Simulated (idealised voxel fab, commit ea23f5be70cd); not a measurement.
Process module, titled voxel lift off
Shown is cross-section cut, with a width of 300 nm and square cells of size 5 nm.
Format of a cross-section: grid, square cells. Given as bands. Order: top down. Band: one or more rows of cells.
Per band: top height and bottom height in nm, followed by the left-to-right materials and their widths in nm; "everywhere" marks a single material spanning edge to edge, "air" marks empty space.
It should be noted that heights are counted from 0, beneath which the wafer as supplied is of one material throughout, and that the lowest band possesses no lower boundary but continues downward, as written in "0..down".
The notation "30 to 40" denotes a width that varies across the rows of cells in the band, beginning at the first number in the top row, finishing at the second number in the bottom row, and changing by an identical amount from each row to the next.
A step reported as "nothing was modified" is a step in which no cell of the cross-section changed.
Under "Enclosed void listing" you'll find the enclosed gaps, the ones with no way out to the top, that are 8 cells or bigger; each reads width x height at distance, with distance counted from the left edge, everything in nm.
The remark found on a step's line after its settings is issued by the simulator itself and pertains to that step.
"overlay nm" answers the question of how far to the right of plan the mask lay on a step that has a mask, and when it is negative the answer is to the left.

So here's the lineup of process steps we planned
| 1 | RECEIVE [material Si] |
| 2 | CONFORMAL_DEP [material SiN] [thk nm 5] |
| 3 | PATTERN [tone open] [mask id LINES] [material resist] [width nm 25] [pitch nm 50] [thk nm 20] [overlay nm 0] |
| 4 | DIRECTIONAL_DEP [material Ru] [thk nm 10] |
| 5 | STRIP [etch materials resist] |
| 6 | CONFORMAL_DEP [material SiN] [thk nm 5] |

Incoming wafer, cross-sectional view, post step 1
  0..down  Si everywhere
  Enclosed void listing: none

The first of two wafers, cross-sectioned at the end of the module, with the run proceeding as planned
  20..15  air: 80, then SiN: 35, then air: 15, then SiN: 35, then air: 15, then SiN: 35, then air: 85
  15..10  air: 80, then SiN: 5, then Ru: 25, then SiN: 5, then air: 15, then SiN: 5, then Ru: 25, then SiN: 5, then air: 15, then SiN: 5, then Ru: 25, then SiN: 5, then air: 85
  10..5  SiN: 85, then Ru: 25, then SiN: 25, then Ru: 25, then SiN: 25, then Ru: 25, then SiN: 90
  5..0  SiN everywhere
  0..down  Si everywhere
  Enclosed void listing: none

Here's the second of our two wafers sectioned at module end. Same start as the first, same plan, but one mistake got made running it
  20..15  SiN: 90, then air: 15, then SiN: 35, then air: 15, then SiN: 35, then air: 15, then SiN: 95
  15..10  Ru: 85, then SiN: 5, then air: 15, then SiN: 5, then Ru: 25, then SiN: 5, then air: 15, then SiN: 5, then Ru: 25, then SiN: 5, then air: 15, then SiN: 5, then Ru: 90
  10..5  Ru: 85, then SiN: 25, then Ru: 25, then SiN: 25, then Ru: 25, then SiN: 25, then Ru: 90
  5..0  SiN everywhere
  0..down  Si everywhere
  Enclosed void listing: none
Want to know what went wrong? step 3 did not happen as planned, as run it was PATTERN [tone cover] [mask id LINES] [material resist] [width nm 25] [pitch nm 50] [thk nm 20] [overlay nm 0]
Final cells, second wafer relative to first, materials higher or lower: +60 Ru
